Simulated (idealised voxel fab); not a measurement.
Proc. module: voxel capacitor over wiring
Xsec cut, 205 nm wide, square cell size 5 nm.
Just so we're on the same page, the cross-sections are grids of square cells, and they're listed out in bands top to bottom, each band one or more rows deep.
Top height, bottom height, nm. Materials left to right, width each, nm. Single material + "full width" = fills band edge to edge. "empty" = empty.
Height datum 0, below which the as-received substrate wafer is one material. Lowest band open at the bottom, running downward: "0..down".
Width: "30->40" (first number = top row, second number = bottom row, same change from row to row of cells).
What does "remained unchanged" mean for a step? It means no cell of the cross-section changed in that step.
Any empty space of 8 cells or more lacking an open way to the top shows up in "Enclosed void list" as width x height at distance, distance from the left edge, in nm.
Anything after a step's settings on that line? It's the simulator's own note about the step.
"overlay nm" answers the question of how far to the right of plan the mask lay on a step that has a mask, and when it is negative the answer is to the left.

## Planned step list for the process
step 1: RECEIVE, material Si
step 2: CONFORMAL_DEP, material SiO2, thk nm 15
step 3: DIRECTIONAL_DEP, material TiN, thk nm 5
step 4: DIRECTIONAL_DEP, material Ru, thk nm 20
step 5: PATTERN, tone cover, mask id METAL_1, material resist, width nm 25, pitch nm 90, thk nm 20, overlay nm 0
step 6: DIRECTIONAL_ETCH, etch materials Ru, depth nm 20
step 7: DIRECTIONAL_ETCH, etch materials TiN, depth nm 5
step 8: STRIP, etch materials resist
step 9: CONFORMAL_DEP, material SiCN, thk nm 5
step 10: FILL_DEP, material lowk, thk nm 5
step 11: CMP, height nm 40
step 12: CONFORMAL_DEP, material SiCN, thk nm 5
step 13: DIRECTIONAL_DEP, material SiO2, thk nm 10
step 14: PATTERN, tone open, mask id PLUG_1, material resist, width nm 15, thk nm 20, overlay nm 0
step 15: DIRECTIONAL_ETCH, etch materials SiO2, depth nm 10
step 16: DIRECTIONAL_ETCH, etch materials SiCN, depth nm 5
step 17: STRIP, etch materials resist
step 18: EPI, material Ru, thk nm 10
step 19: EPI, material Ru, thk nm 5
step 20: DIRECTIONAL_DEP, material TiN, thk nm 10
step 21: DIRECTIONAL_DEP, material Al2O3, thk nm 5
step 22: DIRECTIONAL_DEP, material TiN, thk nm 10
step 23: PATTERN, tone cover, mask id UPPER_PLATE, material resist, width nm 70, thk nm 15, overlay nm 0
step 24: DIRECTIONAL_ETCH, etch materials TiN, depth nm 10
step 25: DIRECTIONAL_ETCH, etch materials Al2O3, depth nm 5
step 26: STRIP, etch materials resist
step 27: PATTERN, tone cover, mask id LOWER_PLATE, material resist, width nm 80, thk nm 20, overlay nm 0
step 28: DIRECTIONAL_ETCH, etch materials TiN, depth nm 10
step 29: STRIP, etch materials resist
step 30: FILL_DEP, material SiO2, thk nm 20
step 31: CMP, height nm 95
step 32: DIRECTIONAL_DEP, material aC, thk nm 15
step 33: PATTERN, tone open, mask id PLUG_2, material resist, width nm 15, thk nm 30, overlay nm 0
step 34: DIRECTIONAL_ETCH, etch materials aC, depth nm 15
step 35: STRIP, etch materials resist
step 36: DIRECTIONAL_ETCH, etch materials SiO2, depth nm 15
step 37: STRIP, etch materials aC
step 38: CONFORMAL_DEP, material TiN, thk nm 5
step 39: FILL_DEP, material W, thk nm 10
step 40: CMP, height nm 95
step 41: CONFORMAL_DEP, material SiCN, thk nm 5

## first wafer, as planned

## This is the cross-section of the wafer as we received it, i.e. after step 1
> 0..down = Si full width
> Enclosed void list: none

## Once step 2 is through, the wafer looks like this in cross-section
> 15..0 = SiO2 full width
> All layers under 0 are left as they were.

## Once step 3 is through, the wafer looks like this in cross-section
> 20..15 = TiN full width
> All layers under 15 are left as they were.

## Once step 4 is through, the wafer looks like this in cross-section
> 40..20 = Ru full width
> All layers under 20 are left as they were.

## Once step 5 is through, the wafer looks like this in cross-section
> 60..40 = empty (45) / resist (25) / empty (65) / resist (25) / empty (45)
> All layers under 40 are left as they were.

## Once step 6 is through, the wafer looks like this in cross-section
> 60..40 = empty (45) / resist (25) / empty (65) / resist (25) / empty (45)
> 40..20 = empty (45) / Ru (25) / empty (65) / Ru (25) / empty (45)
> All layers under 20 are left as they were.

## Once step 7 is through, the wafer looks like this in cross-section
> 60..40 = empty (45) / resist (25) / empty (65) / resist (25) / empty (45)
> 40..20 = empty (45) / Ru (25) / empty (65) / Ru (25) / empty (45)
> 20..15 = empty (45) / TiN (25) / empty (65) / TiN (25) / empty (45)
> All layers under 15 are left as they were.

## Once step 8 is through, the wafer looks like this in cross-section
> 40..20 = empty (45) / Ru (25) / empty (65) / Ru (25) / empty (45)
> All layers under 20 are left as they were.

## Once step 9 is through, the wafer looks like this in cross-section
> 45..40 = empty (40) / SiCN (35) / empty (55) / SiCN (35) / empty (40)
> 40..20 = empty (40) / SiCN (5) / Ru (25) / SiCN (5) / empty (55) / SiCN (5) / Ru (25) / SiCN (5) / empty (40)
> 20..15 = SiCN (45) / TiN (25) / SiCN (65) / TiN (25) / SiCN (45)
> All layers under 15 are left as they were.

## Once step 10 is through, the wafer looks like this in cross-section
> 50..45 = lowk full width
> 45..40 = lowk (40) / SiCN (35) / lowk (55) / SiCN (35) / lowk (40)
> 40..20 = lowk (40) / SiCN (5) / Ru (25) / SiCN (5) / lowk (55) / SiCN (5) / Ru (25) / SiCN (5) / lowk (40)
> All layers under 20 are left as they were.

## Once step 11 is through, the wafer looks like this in cross-section
> 40..20 = lowk (40) / SiCN (5) / Ru (25) / SiCN (5) / lowk (55) / SiCN (5) / Ru (25) / SiCN (5) / lowk (40)
> All layers under 20 are left as they were.

## Once step 12 is through, the wafer looks like this in cross-section
> 45..40 = SiCN full width
> All layers under 40 are left as they were.

## Once step 13 is through, the wafer looks like this in cross-section
> 55..45 = SiO2 full width
> All layers under 45 are left as they were.

## Once step 14 is through, the wafer looks like this in cross-section
> 75..55 = resist (55) / empty (15) / resist (135)
> All layers under 55 are left as they were.

## Once step 15 is through, the wafer looks like this in cross-section
> 75..55 = resist (55) / empty (15) / resist (135)
> 55..45 = SiO2 (55) / empty (15) / SiO2 (135)
> All layers under 45 are left as they were.

## Once step 16 is through, the wafer looks like this in cross-section
> 75..55 = resist (55) / empty (15) / resist (135)
> 55..45 = SiO2 (55) / empty (15) / SiO2 (135)
> 45..40 = SiCN (55) / empty (15) / SiCN (135)
> All layers under 40 are left as they were.

## Once step 17 is through, the wafer looks like this in cross-section
> 55..45 = SiO2 (55) / empty (15) / SiO2 (135)
> All layers under 45 are left as they were.

## Once step 18 is through, the wafer looks like this in cross-section
> 55..50 = SiO2 (55) / empty (15) / SiO2 (135)
> 50..45 = SiO2 (55) / Ru (15) / SiO2 (135)
> 45..40 = SiCN (55) / Ru (15) / SiCN (135)
> All layers under 40 are left as they were.

## Once step 19 is through, the wafer looks like this in cross-section
> 55..45 = SiO2 (55) / Ru (15) / SiO2 (135)
> All layers under 45 are left as they were.

## Once step 20 is through, the wafer looks like this in cross-section
> 65..55 = TiN full width
> All layers under 55 are left as they were.

## Once step 21 is through, the wafer looks like this in cross-section
> 70..65 = Al2O3 full width
> All layers under 65 are left as they were.

## Once step 22 is through, the wafer looks like this in cross-section
> 80..70 = TiN full width
> All layers under 70 are left as they were.

## Once step 23 is through, the wafer looks like this in cross-section
> 95..80 = empty (55) / resist (70) / empty (80)
> All layers under 80 are left as they were.

## Once step 24 is through, the wafer looks like this in cross-section
> 95..80 = empty (55) / resist (70) / empty (80)
> 80..70 = empty (55) / TiN (70) / empty (80)
> All layers under 70 are left as they were.

## Once step 25 is through, the wafer looks like this in cross-section
> 95..80 = empty (55) / resist (70) / empty (80)
> 80..70 = empty (55) / TiN (70) / empty (80)
> 70..65 = empty (55) / Al2O3 (70) / empty (80)
> All layers under 65 are left as they were.

## Once step 26 is through, the wafer looks like this in cross-section
> 80..70 = empty (55) / TiN (70) / empty (80)
> All layers under 70 are left as they were.

## Once step 27 is through, the wafer looks like this in cross-section
> 100..80 = empty (50) / resist (80) / empty (75)
> 80..70 = empty (50) / resist (5) / TiN (70) / resist (5) / empty (75)
> 70..65 = empty (50) / resist (5) / Al2O3 (70) / resist (5) / empty (75)
> All layers under 65 are left as they were.

## Once step 28 is through, the wafer looks like this in cross-section
> 100..80 = empty (50) / resist (80) / empty (75)
> 80..70 = empty (50) / resist (5) / TiN (70) / resist (5) / empty (75)
> 70..65 = empty (50) / resist (5) / Al2O3 (70) / resist (5) / empty (75)
> 65..55 = empty (50) / TiN (80) / empty (75)
> All layers under 55 are left as they were.

## Once step 29 is through, the wafer looks like this in cross-section
> 80..70 = empty (55) / TiN (70) / empty (80)
> 70..65 = empty (55) / Al2O3 (70) / empty (80)
> All layers under 65 are left as they were.

## Once step 30 is through, the wafer looks like this in cross-section
> 100..80 = SiO2 full width
> 80..70 = SiO2 (55) / TiN (70) / SiO2 (80)
> 70..65 = SiO2 (55) / Al2O3 (70) / SiO2 (80)
> 65..55 = SiO2 (50) / TiN (80) / SiO2 (75)
> All layers under 55 are left as they were.

## Once step 31 is through, the wafer looks like this in cross-section
> 95..80 = SiO2 full width
> All layers under 80 are left as they were.

## Once step 32 is through, the wafer looks like this in cross-section
> 110..95 = aC full width
> All layers under 95 are left as they were.

## Once step 33 is through, the wafer looks like this in cross-section
> 140..110 = resist (65) / empty (15) / resist (125)
> All layers under 110 are left as they were.

## Once step 34 is through, the wafer looks like this in cross-section
> 125..110 = resist (65) / empty (15) / resist (125)
> 110..95 = aC (65) / empty (15) / aC (125)
> All layers under 95 are left as they were.

## Once step 35 is through, the wafer looks like this in cross-section
> 110..95 = aC (65) / empty (15) / aC (125)
> All layers under 95 are left as they were.

## Once step 36 is through, the wafer looks like this in cross-section
> 110..95 = aC (65) / empty (15) / aC (125)
> 95..80 = SiO2 (65) / empty (15) / SiO2 (125)
> All layers under 80 are left as they were.

## Once step 37 is through, the wafer looks like this in cross-section
> 95..80 = SiO2 (65) / empty (15) / SiO2 (125)
> All layers under 80 are left as they were.

## Once step 38 is through, the wafer looks like this in cross-section
> 100..95 = TiN (70) / empty (5) / TiN (130)
> 95..85 = SiO2 (65) / TiN (5) / empty (5) / TiN (5) / SiO2 (125)
> 85..80 = SiO2 (65) / TiN (15) / SiO2 (125)
> All layers under 80 are left as they were.

## Once step 39 is through, the wafer looks like this in cross-section
> 110..100 = W full width
> 100..95 = TiN (70) / W (5) / TiN (130)
> 95..85 = SiO2 (65) / TiN (5) / W (5) / TiN (5) / SiO2 (125)
> All layers under 85 are left as they were.

## Once step 40 is through, the wafer looks like this in cross-section
> 95..85 = SiO2 (65) / TiN (5) / W (5) / TiN (5) / SiO2 (125)
> All layers under 85 are left as they were.

## Once step 41 is through, the wafer looks like this in cross-section
> 100..95 = SiCN full width
> All layers under 95 are left as they were.

## Second wafer, same starting state and plan as the first, one mistake in the run, identical through step 11

## Second wafer profile in section, at the moment step 12 of the plan was meant to be complete
> 55..40 = SiCN full width
> All layers under 40 are left as they were.

## Second wafer profile in section, at the moment step 13 of the plan was meant to be complete
> 65..55 = SiO2 full width
> All layers under 55 are left as they were.

## Second wafer profile in section, at the moment step 14 of the plan was meant to be complete
> 85..65 = resist (55) / empty (15) / resist (135)
> All layers under 65 are left as they were.

## Second wafer profile in section, at the moment step 15 of the plan was meant to be complete
> 85..65 = resist (55) / empty (15) / resist (135)
> 65..55 = SiO2 (55) / empty (15) / SiO2 (135)
> All layers under 55 are left as they were.

## Second wafer profile in section, at the moment step 16 of the plan was meant to be complete
> 85..65 = resist (55) / empty (15) / resist (135)
> 65..55 = SiO2 (55) / empty (15) / SiO2 (135)
> 55..50 = SiCN (55) / empty (15) / SiCN (135)
> All layers under 50 are left as they were.

## Second wafer profile in section, at the moment step 17 of the plan was meant to be complete
> 65..55 = SiO2 (55) / empty (15) / SiO2 (135)
> All layers under 55 are left as they were.

Second wafer profile in section, at the moment step 18 of the plan was meant to be complete: remained unchanged

Second wafer profile in section, at the moment step 19 of the plan was meant to be complete: remained unchanged

## Second wafer profile in section, at the moment step 20 of the plan was meant to be complete
> 75..65 = TiN (55) / empty (15) / TiN (135)
> 65..60 = SiO2 (55) / empty (15) / SiO2 (135)
> 60..55 = SiO2 (55) / TiN (15) / SiO2 (135)
> 55..50 = SiCN (55) / TiN (15) / SiCN (135)
> All layers under 50 are left as they were.

## Second wafer profile in section, at the moment step 21 of the plan was meant to be complete
> 80..75 = Al2O3 (55) / empty (15) / Al2O3 (135)
> 75..65 = TiN (55) / empty (15) / TiN (135)
> 65..60 = SiO2 (55) / Al2O3 (15) / SiO2 (135)
> All layers under 60 are left as they were.

## Second wafer profile in section, at the moment step 22 of the plan was meant to be complete
> 90..80 = TiN (55) / empty (15) / TiN (135)
> 80..75 = Al2O3 (55) / empty (15) / Al2O3 (135)
> 75..65 = TiN full width
> All layers under 65 are left as they were.

## Second wafer profile in section, at the moment step 23 of the plan was meant to be complete
> 105..90 = empty (55) / resist (70) / empty (80)
> 90..80 = TiN (55) / resist (15) / TiN (135)
> 80..75 = Al2O3 (55) / resist (15) / Al2O3 (135)
> All layers under 75 are left as they were.

## Second wafer profile in section, at the moment step 24 of the plan was meant to be complete
> 105..90 = empty (55) / resist (70) / empty (80)
> 90..80 = empty (55) / resist (15) / TiN (55) / empty (80)
> All layers under 80 are left as they were.

## Second wafer profile in section, at the moment step 25 of the plan was meant to be complete
> 105..90 = empty (55) / resist (70) / empty (80)
> 90..80 = empty (55) / resist (15) / TiN (55) / empty (80)
> 80..75 = empty (55) / resist (15) / Al2O3 (55) / empty (80)
> All layers under 75 are left as they were.

## Second wafer profile in section, at the moment step 26 of the plan was meant to be complete
> 90..80 = empty (70) / TiN (55) / empty (80)
> 80..75 = empty (70) / Al2O3 (55) / empty (80)
> All layers under 75 are left as they were.

## Second wafer profile in section, at the moment step 27 of the plan was meant to be complete
> 110..90 = empty (50) / resist (80) / empty (75)
> 90..80 = empty (50) / resist (20) / TiN (55) / resist (5) / empty (75)
> 80..75 = empty (50) / resist (20) / Al2O3 (55) / resist (5) / empty (75)
> All layers under 75 are left as they were.

## Second wafer profile in section, at the moment step 28 of the plan was meant to be complete
> 110..90 = empty (50) / resist (80) / empty (75)
> 90..80 = empty (50) / resist (20) / TiN (55) / resist (5) / empty (75)
> 80..75 = empty (50) / resist (20) / Al2O3 (55) / resist (5) / empty (75)
> 75..65 = empty (50) / TiN (80) / empty (75)
> All layers under 65 are left as they were.

## Second wafer profile in section, at the moment step 29 of the plan was meant to be complete
> 90..80 = empty (70) / TiN (55) / empty (80)
> 80..75 = empty (70) / Al2O3 (55) / empty (80)
> All layers under 75 are left as they were.

## Second wafer profile in section, at the moment step 30 of the plan was meant to be complete
> 110..90 = SiO2 full width
> 90..80 = SiO2 (70) / TiN (55) / SiO2 (80)
> 80..75 = SiO2 (70) / Al2O3 (55) / SiO2 (80)
> 75..65 = SiO2 (50) / TiN (80) / SiO2 (75)
> All layers under 65 are left as they were.

## Second wafer profile in section, at the moment step 31 of the plan was meant to be complete
> 95..90 = SiO2 full width
> All layers under 90 are left as they were.

## Second wafer profile in section, at the moment step 32 of the plan was meant to be complete
> 110..95 = aC full width
> All layers under 95 are left as they were.

## Second wafer profile in section, at the moment step 33 of the plan was meant to be complete
> 140..110 = resist (65) / empty (15) / resist (125)
> All layers under 110 are left as they were.

## Second wafer profile in section, at the moment step 34 of the plan was meant to be complete
> 125..110 = resist (65) / empty (15) / resist (125)
> 110..95 = aC (65) / empty (15) / aC (125)
> All layers under 95 are left as they were.

## Second wafer profile in section, at the moment step 35 of the plan was meant to be complete
> 110..95 = aC (65) / empty (15) / aC (125)
> All layers under 95 are left as they were.

## Second wafer profile in section, at the moment step 36 of the plan was meant to be complete
> 110..95 = aC (65) / empty (15) / aC (125)
> 95..90 = SiO2 (65) / empty (15) / SiO2 (125)
> 90..80 = SiO2 (65) / empty (5) / TiN (55) / SiO2 (80)
> All layers under 80 are left as they were.

## Second wafer profile in section, at the moment step 37 of the plan was meant to be complete
> 95..90 = SiO2 (65) / empty (15) / SiO2 (125)
> All layers under 90 are left as they were.

## Second wafer profile in section, at the moment step 38 of the plan was meant to be complete
> 100..95 = TiN (70) / empty (5) / TiN (130)
> 95..90 = SiO2 (65) / TiN (15) / SiO2 (125)
> 90..80 = SiO2 (65) / TiN (60) / SiO2 (80)
> All layers under 80 are left as they were.

## Second wafer profile in section, at the moment step 39 of the plan was meant to be complete
> 110..100 = W full width
> 100..95 = TiN (70) / W (5) / TiN (130)
> All layers under 95 are left as they were.

## Second wafer profile in section, at the moment step 40 of the plan was meant to be complete
> 95..90 = SiO2 (65) / TiN (15) / SiO2 (125)
> All layers under 90 are left as they were.

## Second wafer profile in section, at the moment step 41 of the plan was meant to be complete
> 100..95 = SiCN full width
> All layers under 95 are left as they were.
So what did we get wrong on this run? heads up, step 12 didn't go per plan, it actually ran as CONFORMAL_DEP, material SiCN, thk nm 15
at the end the second wafer has, in cells: Ru -9; SiCN +82; SiO2 -69; TiN -2; W -2
